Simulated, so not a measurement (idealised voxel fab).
process module | voxel gate over fins
cross-section cut | 280 nm wide | cells 5 nm
A cross-section is a grid of square cells, given in bands from the top down. A band is one or more rows of cells.
Each band's line starts with the height of the band's top and of its bottom, in nm. Then come its materials from left to right, each with its width in nm. One material with "throughout" fills the band from edge to edge. "air" is empty space.
Height 0 is the level under which the wafer as received is all one material. The lowest band goes on downwards, as in "0 down".
A width such as "30 to 40" changes by the same amount from each row of cells to the next, from the band's top row to its bottom row.
"no change" after a step means that no cell of the cross-section changed.
closed voids: empty space of 8 cells or more with no open way to the top, each as width x height at its distance from the left edge, in nm
after a step's settings: what the simulator itself notes on the step
overlay nm, on a step with a mask: how far to the right of its planned place the mask lay; to the left if negative
plan
1 op RECEIVE | material Si
2 op CONFORMAL_DEP | material SiN | thk nm 10
3 op MASKED_ETCH | tone cover | mask id FINS | width nm 15 | pitch nm 55 | etch materials SiN | depth nm 10 | overlay nm 0
4 op MASKED_ETCH | tone cover | mask id FINS | width nm 15 | pitch nm 55 | etch materials Si | depth nm 40 | overlay nm 0
5 op FILL_DEP | material SiO2 | thk nm 15
6 op CMP | height nm 10
7 op DIRECTIONAL_DEP | material aC | thk nm 10
8 op PATTERN | tone open | mask id RAIL | material resist | width nm 15 | thk nm 25 | overlay nm 0
9 op DIRECTIONAL_ETCH | etch materials aC | depth nm 10
10 op STRIP | etch materials resist
11 op DIRECTIONAL_ETCH | etch materials SiO2 | depth nm 45
12 op STRIP | etch materials aC
13 op CONFORMAL_DEP | material TiN | thk nm 5
14 op FILL_DEP | material Ru | thk nm 5
15 op CMP | height nm 10
16 op SELECTIVE_ETCH | etch materials W Ru TiN | depth nm 30
17 op FILL_DEP | material SiO2 | thk nm 5
18 op CMP | height nm 10
19 op SELECTIVE_ETCH | etch materials SiO2 | depth nm 25
20 op STRIP | etch materials SiN
21 op CONFORMAL_DEP | material HfO2 | thk nm 5
22 op CONFORMAL_DEP | material TiN | thk nm 5
23 op CONFORMAL_DEP | material TiAl | thk nm 5
24 op CONFORMAL_DEP | material TiN | thk nm 5
25 op FILL_DEP | material W | thk nm 15
26 op CMP | height nm 30
27 op CONFORMAL_DEP | material SiN | thk nm 10
as received, after step 1
  0 down: Si throughout
  closed voids: none
first wafer at the end, as planned
  40 to 30: SiN throughout
  30 to 20: W throughout
  20 to 15: W 30 | TiN 220 | W 30
  15 to 10: W 30 | TiN 5 | TiAl 45 | TiN 10 | TiAl 45 | TiN 10 | TiAl 45 | TiN 10 | TiAl 45 | TiN 5 | W 30
  10 to 5: W 30 | TiN 5 | TiAl 5 | TiN 35 | TiAl 5 | TiN 10 | TiAl 5 | TiN 35 | TiAl 5 | TiN 10 | TiAl 5 | TiN 35 | TiAl 5 | TiN 10 | TiAl 5 | TiN 35 | TiAl 5 | TiN 5 | W 30
  5 to 0: TiN 35 | TiAl 5 | TiN 5 | HfO2 25 | TiN 5 | TiAl 5 | TiN 10 | TiAl 5 | TiN 5 | HfO2 25 | TiN 5 | TiAl 5 | TiN 10 | TiAl 5 | TiN 5 | HfO2 25 | TiN 5 | TiAl 5 | TiN 10 | TiAl 5 | TiN 5 | HfO2 25 | TiN 5 | TiAl 5 | TiN 35
  0 to -5: TiAl 40 | TiN 5 | HfO2 5 | Si 15 | HfO2 5 | TiN 5 | TiAl 20 | TiN 5 | HfO2 5 | Si 15 | HfO2 5 | TiN 5 | TiAl 20 | TiN 5 | HfO2 5 | Si 15 | HfO2 5 | TiN 5 | TiAl 20 | TiN 5 | HfO2 5 | Si 15 | HfO2 5 | TiN 5 | TiAl 40
  -5 to -10: TiN 45 | HfO2 5 | Si 15 | HfO2 5 | TiN 30 | HfO2 5 | Si 15 | HfO2 5 | TiN 30 | HfO2 5 | Si 15 | HfO2 5 | TiN 30 | HfO2 5 | Si 15 | HfO2 5 | TiN 45
  -10 to -15: HfO2 50 | Si 15 | HfO2 40 | Si 15 | HfO2 40 | Si 15 | HfO2 40 | Si 15 | HfO2 50
  -15 to -20: SiO2 50 | Si 15 | SiO2 40 | Si 15 | SiO2 40 | Si 15 | SiO2 40 | Si 15 | SiO2 50
  -20 to -30: SiO2 50 | Si 15 | SiO2 10 | TiN 5 | Ru 5 | TiN 5 | SiO2 15 | Si 15 | SiO2 40 | Si 15 | SiO2 40 | Si 15 | SiO2 50
  -30 to -35: SiO2 50 | Si 15 | SiO2 10 | TiN 15 | SiO2 15 | Si 15 | SiO2 40 | Si 15 | SiO2 40 | Si 15 | SiO2 50
  -35 to -40: SiO2 50 | Si 15 | SiO2 40 | Si 15 | SiO2 40 | Si 15 | SiO2 40 | Si 15 | SiO2 50
  -40 down: Si throughout
  closed voids: none
second wafer at the end: like start, like plan, one mistake
  40 to 30: SiN throughout
  30 to 20: W throughout
  20 to 15: W 30 | TiN 220 | W 30
  15 to 10: W 30 | TiN 5 | TiAl 45 | TiN 10 | TiAl 45 | TiN 10 | TiAl 45 | TiN 10 | TiAl 45 | TiN 5 | W 30
  10 to 5: W 30 | TiN 5 | TiAl 5 | TiN 35 | TiAl 5 | TiN 10 | TiAl 5 | TiN 35 | TiAl 5 | TiN 10 | TiAl 5 | TiN 35 | TiAl 5 | TiN 10 | TiAl 5 | TiN 35 | TiAl 5 | TiN 5 | W 30
  5 to 0: W 30 | TiN 5 | TiAl 5 | TiN 5 | HfO2 25 | TiN 5 | TiAl 5 | TiN 10 | TiAl 5 | TiN 5 | HfO2 25 | TiN 5 | TiAl 5 | TiN 10 | TiAl 5 | TiN 5 | HfO2 25 | TiN 5 | TiAl 5 | TiN 10 | TiAl 5 | TiN 5 | HfO2 25 | TiN 5 | TiAl 5 | TiN 5 | W 30
  0 to -5: W 30 | TiN 5 | TiAl 5 | TiN 5 | HfO2 5 | Si 15 | HfO2 5 | TiN 5 | TiAl 5 | TiN 10 | TiAl 5 | TiN 5 | HfO2 5 | Si 15 | HfO2 5 | TiN 5 | TiAl 5 | TiN 10 | TiAl 5 | TiN 5 | HfO2 5 | Si 15 | HfO2 5 | TiN 5 | TiAl 5 | TiN 10 | TiAl 5 | TiN 5 | HfO2 5 | Si 15 | HfO2 5 | TiN 5 | TiAl 5 | TiN 5 | W 30
  -5 to -10: W 30 | TiN 5 | TiAl 5 | TiN 5 | HfO2 5 | Si 15 | HfO2 5 | TiN 5 | TiAl 20 | TiN 5 | HfO2 5 | Si 15 | HfO2 5 | TiN 5 | TiAl 5 | TiN 10 | TiAl 5 | TiN 5 | HfO2 5 | Si 15 | HfO2 5 | TiN 5 | TiAl 5 | TiN 10 | TiAl 5 | TiN 5 | HfO2 5 | Si 15 | HfO2 5 | TiN 5 | TiAl 5 | TiN 5 | W 30
  -10 to -20: W 30 | TiN 5 | TiAl 5 | TiN 5 | HfO2 5 | Si 15 | HfO2 5 to 30 | TiN 30 to 5 | HfO2 5 | Si 15 | HfO2 5 | TiN 5 | TiAl 5 | TiN 10 | TiAl 5 | TiN 5 | HfO2 5 | Si 15 | HfO2 5 | TiN 5 | TiAl 5 | TiN 10 | TiAl 5 | TiN 5 | HfO2 5 | Si 15 | HfO2 5 | TiN 5 | TiAl 5 | TiN 5 | W 30
  -20 to -25: TiN 35 | TiAl 5 | TiN 5 | HfO2 5 | Si 15 | HfO2 10 | TiN 5 | Ru 5 | TiN 5 | HfO2 5 | TiN 5 | HfO2 5 | Si 15 | HfO2 5 | TiN 5 | TiAl 5 | TiN 10 | TiAl 5 | TiN 5 | HfO2 5 | Si 15 | HfO2 5 | TiN 5 | TiAl 5 | TiN 10 | TiAl 5 | TiN 5 | HfO2 5 | Si 15 | HfO2 5 | TiN 5 | TiAl 5 | TiN 35
  -25 to -30: TiAl 40 | TiN 5 | HfO2 5 | Si 15 | HfO2 10 | TiN 5 | Ru 5 | TiN 5 | HfO2 5 | TiN 5 | HfO2 5 | Si 15 | HfO2 5 | TiN 5 | TiAl 20 | TiN 5 | HfO2 5 | Si 15 | HfO2 5 | TiN 5 | TiAl 20 | TiN 5 | HfO2 5 | Si 15 | HfO2 5 | TiN 5 | TiAl 40
  -30 to -35: TiN 45 | HfO2 5 | Si 15 | HfO2 10 | TiN 15 | HfO2 5 | TiN 5 | HfO2 5 | Si 15 | HfO2 5 | TiN 30 | HfO2 5 | Si 15 | HfO2 5 | TiN 30 | HfO2 5 | Si 15 | HfO2 5 | TiN 45
  -35 to -40: HfO2 50 | Si 15 | HfO2 15 | SiO2 5 | HfO2 20 | Si 15 | HfO2 40 | Si 15 | HfO2 40 | Si 15 | HfO2 50
  -40 down: Si throughout
  closed voids: none
what went wrong: step 19 was run twice
at the end the second wafer has, in cells: 50 more of HfO2 | 210 fewer of SiO2 | 32 more of TiAl | 68 more of TiN | 60 more of W
